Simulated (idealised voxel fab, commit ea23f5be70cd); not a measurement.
process module | voxel tone inversion
cross-section cut | 215 nm wide | cells 5 nm
A cross-section is a grid of square cells, given in bands from the top down. A band is one or more rows of cells.
Each band's line starts with the height of the band's top and of its bottom, in nm. Then come its materials from left to right, each with its width in nm. One material with "throughout" fills the band from edge to edge. "air" is empty space.
Height 0 is the level under which the wafer as received is all one material. The lowest band goes on downwards, as in "0 down".
A width such as "30 to 40" changes by the same amount from each row of cells to the next, from the band's top row to its bottom row.
"no change" after a step means that no cell of the cross-section changed.
closed voids: empty space of 8 cells or more with no open way to the top, each as width x height at its distance from the left edge, in nm
after a step's settings: what the simulator itself notes on the step
overlay nm, on a step with a mask: how far to the right of its planned place the mask lay; to the left if negative
plan
1 op RECEIVE | material Si
2 op CONFORMAL_DEP | material SiN | thk nm 10
3 op DIRECTIONAL_DEP | material polySi | thk nm 25
4 op PATTERN | tone cover | mask id POSTS | material resist | width nm 20 | pitch nm 50 | thk nm 35 | overlay nm 0
5 op DIRECTIONAL_ETCH | etch materials polySi | depth nm 25
6 op STRIP | etch materials resist
7 op FILL_DEP | material lowk | thk nm 5
8 op CMP | height nm 35
9 op STRIP | etch materials polySi
10 op CONFORMAL_DEP | material TiN | thk nm 5
11 op FILL_DEP | material Ru | thk nm 10
12 op CMP | height nm 35
13 op CONFORMAL_DEP | material SiCN | thk nm 5
as received, after step 1
  0 down: Si throughout
  closed voids: none
first wafer at the end, as planned
  40 to 35: SiCN throughout
  35 to 15: lowk 45 | TiN 5 | Ru 10 | TiN 5 | lowk 30 | TiN 5 | Ru 10 | TiN 5 | lowk 30 | TiN 5 | Ru 10 | TiN 5 | lowk 50
  15 to 10: lowk 45 | TiN 20 | lowk 30 | TiN 20 | lowk 30 | TiN 20 | lowk 50
  10 to 0: SiN throughout
  0 down: Si throughout
  closed voids: none
second wafer at the end: like start, like plan, one mistake
  40 to 35: SiCN throughout
  35 to 30: TiN 50 | Ru 10 | TiN 40 | Ru 10 | TiN 40 | Ru 10 | TiN 55
  30 to 15: lowk 45 | TiN 5 | Ru 10 | TiN 5 | lowk 30 | TiN 5 | Ru 10 | TiN 5 | lowk 30 | TiN 5 | Ru 10 | TiN 5 | lowk 50
  15 to 10: lowk 45 | TiN 20 | lowk 30 | TiN 20 | lowk 30 | TiN 20 | lowk 50
  10 to 0: SiN throughout
  0 down: Si throughout
  closed voids: none
what went wrong: step 8 ran as: op CMP | height nm 30
at the end the second wafer has, in cells: 31 more of TiN | 31 fewer of lowk
